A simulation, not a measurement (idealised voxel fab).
Documented hereafter: the process module known as voxel capacitor over wiring.
cross-section cut | 155 nm wide | cells 5 nm
A cross-section is a grid of square cells, given in bands from the top down. A band is one or more rows of cells.
In this notation a band is specified by the heights of its top and bottom, in that order and in nm, after which its materials appear from left to right, each paired with its width in nm. The word "all across" attached to a single material means that material fills the band from edge to edge; the word "air" stands for empty space.
Note: height 0 marks the level under which the wafer is uniformly one material as received. Lowest band unbounded below, written "0 and below".
It should be noted that a width expressed as "30..40" varies in equal increments from row to row of cells within the band, taking the value of the first number at the top row and that of the second number at the bottom row.
It should be understood that the words "no alterations made", when stated for a given step, signify that the cross-section underwent no change in any of its cells during that step.
In the "Unvented voids" entry, you get each enclosed empty space of 8 cells or more, one with no open way to the top, written width x height at distance, distance from the left edge, in nm.
Read whatever lies past the settings on a step's line as the simulator's own remark about the step.
Among the settings permitted on a step's line is "overlay nm"; applied to a step with a mask, it specifies the extent to which the mask lay to the right of its planned position, whereas a negative figure signifies a position to the left.
The steps planned for the process are as follows:
1,RECEIVE | material Si
2,CONFORMAL_DEP | material SiO2 | thk nm 10
3,CONFORMAL_DEP | material SiCN | thk nm 5
4,DIRECTIONAL_DEP | material SiO2 | thk nm 25
5,MASKED_ETCH | tone open | mask id METAL_1 | width nm 25 | pitch nm 95 | etch materials SiO2 | depth nm 25 | overlay nm 0
6,MASKED_ETCH | tone open | mask id METAL_1 | width nm 25 | pitch nm 95 | etch materials SiCN | depth nm 5 | overlay nm 0
7,CONFORMAL_DEP | material TiN | thk nm 5
8,FILL_DEP | material Cu | thk nm 5
9,CMP | height nm 40
10,EPI | material Ru | thk nm 5
11,FILL_DEP | material SiCN | thk nm 5
12,DIRECTIONAL_DEP | material SiO2 | thk nm 20
13,MASKED_ETCH | tone open | mask id PLUG_1 | width nm 15 | etch materials SiO2 | depth nm 20 | overlay nm 0
14,MASKED_ETCH | tone open | mask id PLUG_1 | width nm 15 | etch materials SiCN | depth nm 5 | overlay nm 0
15,CONFORMAL_DEP | material TiN | thk nm 5
16,FILL_DEP | material Ru | thk nm 10
17,CMP | height nm 70
18,DIRECTIONAL_DEP | material TiN | thk nm 5
19,DIRECTIONAL_DEP | material SiN | thk nm 5
20,DIRECTIONAL_DEP | material TiN | thk nm 5
21,DIRECTIONAL_DEP | material aC | thk nm 15
22,PATTERN | tone cover | mask id UPPER_PLATE | material resist | width nm 75 | thk nm 35 | overlay nm 0
23,DIRECTIONAL_ETCH | etch materials aC | depth nm 15
24,STRIP | etch materials resist
25,DIRECTIONAL_ETCH | etch materials TiN | depth nm 5
26,DIRECTIONAL_ETCH | etch materials SiN | depth nm 5
27,STRIP | etch materials aC
28,MASKED_ETCH | tone cover | mask id LOWER_PLATE | width nm 85 | etch materials TiN | depth nm 5 | overlay nm 0
29,FILL_DEP | material SiO2 | thk nm 20
30,CMP | height nm 100
31,MASKED_ETCH | tone open | mask id PLUG_2 | width nm 15 | etch materials SiO2 | depth nm 15 | overlay nm 0
32,CONFORMAL_DEP | material TiN | thk nm 5
33,FILL_DEP | material Cu | thk nm 5
34,CMP | height nm 100
35,CONFORMAL_DEP | material SiCN | thk nm 5
Received-state cross-section, reflecting completion of step 1:
	0 and below: Si all across
	Unvented voids: none
End state of the module in cross-section, given the above starting point and plan and one mistake in execution:
	105 down to 100: SiCN all across
	100 down to 90: SiO2 35 nm  TiN 5 nm  Cu 5 nm  TiN 5 nm  SiO2 105 nm
	90 down to 80: SiO2 35..25 nm  TiN 15..80 nm  SiO2 105..50 nm
	80 down to 75: SiO2 25 nm  SiN 80 nm  SiO2 50 nm
	75 down to 70: SiO2 20 nm  TiN 85 nm  SiO2 50 nm
	70 down to 50: SiO2 25 nm  TiN 5 nm  Ru 5 nm  TiN 5 nm  SiO2 115 nm
	50 down to 45: SiCN 25 nm  TiN 15 nm  SiCN 115 nm
	45 down to 40: SiCN 10 nm  Ru 35 nm  SiCN 60 nm  Ru 35 nm  SiCN 15 nm
	40 down to 15: SiO2 15 nm  TiN 5 nm  Cu 15 nm  TiN 5 nm  SiO2 70 nm  TiN 5 nm  Cu 15 nm  TiN 5 nm  SiO2 20 nm
	15 down to 10: SiCN 15 nm  TiN 25 nm  SiCN 70 nm  TiN 25 nm  SiCN 20 nm
	10 down to 0: SiO2 all across
	0 and below: Si all across
	Unvented voids: none
The plan and the run diverged here: step 22 was processed under conditions differing from the plan, specifically as PATTERN | tone cover | mask id UPPER_PLATE | material resist | width nm 80 | thk nm 35 | overlay nm 0
